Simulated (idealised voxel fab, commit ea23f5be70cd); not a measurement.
The following is a process module called voxel ribs on slabs.
FYI the section here is cut, 190 nm wide, cells are 5 nm squares.
Cross-section, as written here: a square-cell grid given band by band from the top down, where a band holds one or more rows of cells.
It is stipulated that each band's entry specify, in nanometres, the height of the top of the band and then that of its bottom, followed by the materials of the band in left-to-right sequence, each together with its width in nanometres. A single material marked by the word "everywhere" is understood to fill the band from edge to edge; the word "empty" is understood to denote empty space.
Ref level 0: as-received wafer is one material below here. Bottom band extends down with no lower bound ("z 0 and below").
A width such as "30 to 40" changes by the same amount from each row of cells to the next, from the band's top row to its bottom row.
Step marked "remains unaltered"? Then no cell in the cross-section changed in it.
Any empty space of 8 cells or more lacking an open way to the top shows up in "Enclosed internal voids" as width x height at distance, distance from the left edge, in nm.
If you see something after the settings on a step's line, that's the simulator's own remark about that step.
The optional step-line setting "overlay nm" applies to steps with a mask and quantifies how far to the right of its planned location the mask lay, a negative value indicating leftward placement.

Process steps foreseen in the plan:
1: RECEIVE, material Si
2: DIRECTIONAL_DEP, material SiO2, thk nm 30
3: DIRECTIONAL_DEP, material SiN, thk nm 25
4: MASKED_ETCH, tone cover, mask id RIB, width nm 20, etch materials SiN, depth nm 20, overlay nm 0
5: PATTERN, tone cover, mask id SLAB, material resist, width nm 60, thk nm 20, overlay nm 0
6: DIRECTIONAL_ETCH, etch materials SiN, depth nm 5
7: STRIP, etch materials resist
8: FILL_DEP, material SiO2, thk nm 15
9: CMP, height nm 65
10: DIRECTIONAL_DEP, material TiN, thk nm 5
11: DIRECTIONAL_DEP, material aC, thk nm 10
12: PATTERN, tone cover, mask id HEATER, material resist, width nm 30, thk nm 25, overlay nm 0
13: DIRECTIONAL_ETCH, etch materials aC, depth nm 10
14: STRIP, etch materials resist
15: DIRECTIONAL_ETCH, etch materials TiN, depth nm 5
16: STRIP, etch materials aC
17: CONFORMAL_DEP, material SiO2, thk nm 5

First of two wafers, with the run carried out as planned:

Cross-section of the wafer as it came to us, i.e., already through step 1:
- z 0 and below = Si everywhere
- Enclosed internal voids: none

Sectional view: wafer, after step 2:
- z 30 to 0 = SiO2 everywhere
- Unchanged below 0.

Sectional view: wafer, after step 3:
- z 55 to 30 = SiN everywhere
- Unchanged below 30.

Sectional view: wafer, after step 4:
- z 55 to 35 = empty 85 nm, then SiN 20 nm, then empty 85 nm
- Unchanged below 35.

Sectional view: wafer, after step 5:
- z 75 to 55 = empty 65 nm, then resist 60 nm, then empty 65 nm
- z 55 to 35 = empty 65 nm, then resist 20 nm, then SiN 20 nm, then resist 20 nm, then empty 65 nm
- Unchanged below 35.

Sectional view: wafer, after step 6:
- z 75 to 55 = empty 65 nm, then resist 60 nm, then empty 65 nm
- z 55 to 35 = empty 65 nm, then resist 20 nm, then SiN 20 nm, then resist 20 nm, then empty 65 nm
- z 35 to 30 = empty 65 nm, then SiN 60 nm, then empty 65 nm
- Unchanged below 30.

Sectional view: wafer, after step 7:
- z 55 to 35 = empty 85 nm, then SiN 20 nm, then empty 85 nm
- Unchanged below 35.

Sectional view: wafer, after step 8:
- z 70 to 55 = SiO2 everywhere
- z 55 to 35 = SiO2 85 nm, then SiN 20 nm, then SiO2 85 nm
- z 35 to 30 = SiO2 65 nm, then SiN 60 nm, then SiO2 65 nm
- Unchanged below 30.

Sectional view: wafer, after step 9:
- z 65 to 55 = SiO2 everywhere
- Unchanged below 55.

Sectional view: wafer, after step 10:
- z 70 to 65 = TiN everywhere
- Unchanged below 65.

Sectional view: wafer, after step 11:
- z 80 to 70 = aC everywhere
- Unchanged below 70.

Sectional view: wafer, after step 12:
- z 105 to 80 = empty 80 nm, then resist 30 nm, then empty 80 nm
- Unchanged below 80.

Sectional view: wafer, after step 13:
- z 95 to 80 = empty 80 nm, then resist 30 nm, then empty 80 nm
- z 80 to 70 = empty 80 nm, then aC 30 nm, then empty 80 nm
- Unchanged below 70.

Sectional view: wafer, after step 14:
- z 80 to 70 = empty 80 nm, then aC 30 nm, then empty 80 nm
- Unchanged below 70.

Sectional view: wafer, after step 15:
- z 80 to 70 = empty 80 nm, then aC 30 nm, then empty 80 nm
- z 70 to 65 = empty 80 nm, then TiN 30 nm, then empty 80 nm
- Unchanged below 65.

Sectional view: wafer, after step 16:
- z 70 to 65 = empty 80 nm, then TiN 30 nm, then empty 80 nm
- Unchanged below 65.

Sectional view: wafer, after step 17:
- z 75 to 70 = empty 75 nm, then SiO2 40 nm, then empty 75 nm
- z 70 to 65 = SiO2 80 nm, then TiN 30 nm, then SiO2 80 nm
- Unchanged below 65.

second wafer: like start, like plan, one mistake. Through step 3 it matches the first wafer:

Second wafer at the planned finish of step 4, seen in cross-section:
- z 55 to 35 = SiN 85 nm, then empty 20 nm, then SiN 85 nm
- Unchanged below 35.

Second wafer at the planned finish of step 5, seen in cross-section:
- z 75 to 55 = empty 65 nm, then resist 60 nm, then empty 65 nm
- z 55 to 35 = SiN 85 nm, then resist 20 nm, then SiN 85 nm
- Unchanged below 35.

Second wafer at the planned finish of step 6, seen in cross-section:
- z 75 to 55 = empty 65 nm, then resist 60 nm, then empty 65 nm
- z 55 to 50 = empty 65 nm, then SiN 20 nm, then resist 20 nm, then SiN 20 nm, then empty 65 nm
- Unchanged below 50.

Second wafer at the planned finish of step 7, seen in cross-section:
- z 55 to 50 = empty 65 nm, then SiN 20 nm, then empty 20 nm, then SiN 20 nm, then empty 65 nm
- z 50 to 35 = SiN 85 nm, then empty 20 nm, then SiN 85 nm
- Unchanged below 35.

Second wafer at the planned finish of step 8, seen in cross-section:
- z 70 to 55 = SiO2 everywhere
- z 55 to 50 = SiO2 65 nm, then SiN 20 nm, then SiO2 20 nm, then SiN 20 nm, then SiO2 65 nm
- z 50 to 35 = SiN 85 nm, then SiO2 20 nm, then SiN 85 nm
- Unchanged below 35.

Second wafer at the planned finish of step 9, seen in cross-section:
- z 65 to 55 = SiO2 everywhere
- Unchanged below 55.

Second wafer at the planned finish of step 10, seen in cross-section:
- z 70 to 65 = TiN everywhere
- Unchanged below 65.

Second wafer at the planned finish of step 11, seen in cross-section:
- z 80 to 70 = aC everywhere
- Unchanged below 70.

Second wafer at the planned finish of step 12, seen in cross-section:
- z 105 to 80 = empty 80 nm, then resist 30 nm, then empty 80 nm
- Unchanged below 80.

Second wafer at the planned finish of step 13, seen in cross-section:
- z 95 to 80 = empty 80 nm, then resist 30 nm, then empty 80 nm
- z 80 to 70 = empty 80 nm, then aC 30 nm, then empty 80 nm
- Unchanged below 70.

Second wafer at the planned finish of step 14, seen in cross-section:
- z 80 to 70 = empty 80 nm, then aC 30 nm, then empty 80 nm
- Unchanged below 70.

Second wafer at the planned finish of step 15, seen in cross-section:
- z 80 to 70 = empty 80 nm, then aC 30 nm, then empty 80 nm
- z 70 to 65 = empty 80 nm, then TiN 30 nm, then empty 80 nm
- Unchanged below 65.

Second wafer at the planned finish of step 16, seen in cross-section:
- z 70 to 65 = empty 80 nm, then TiN 30 nm, then empty 80 nm
- Unchanged below 65.

Second wafer at the planned finish of step 17, seen in cross-section:
- z 75 to 70 = empty 75 nm, then SiO2 40 nm, then empty 75 nm
- z 70 to 65 = SiO2 80 nm, then TiN 30 nm, then SiO2 80 nm
- Unchanged below 65.
Run error: step 4 went in with a setting other than planned; the actual run was MASKED_ETCH, tone open, mask id RIB, width nm 20, etch materials SiN, depth nm 20, overlay nm 0
Per the end-of-run cell counts, the second wafer holds more or fewer of some materials than the first: SiN +120; SiO2 -120
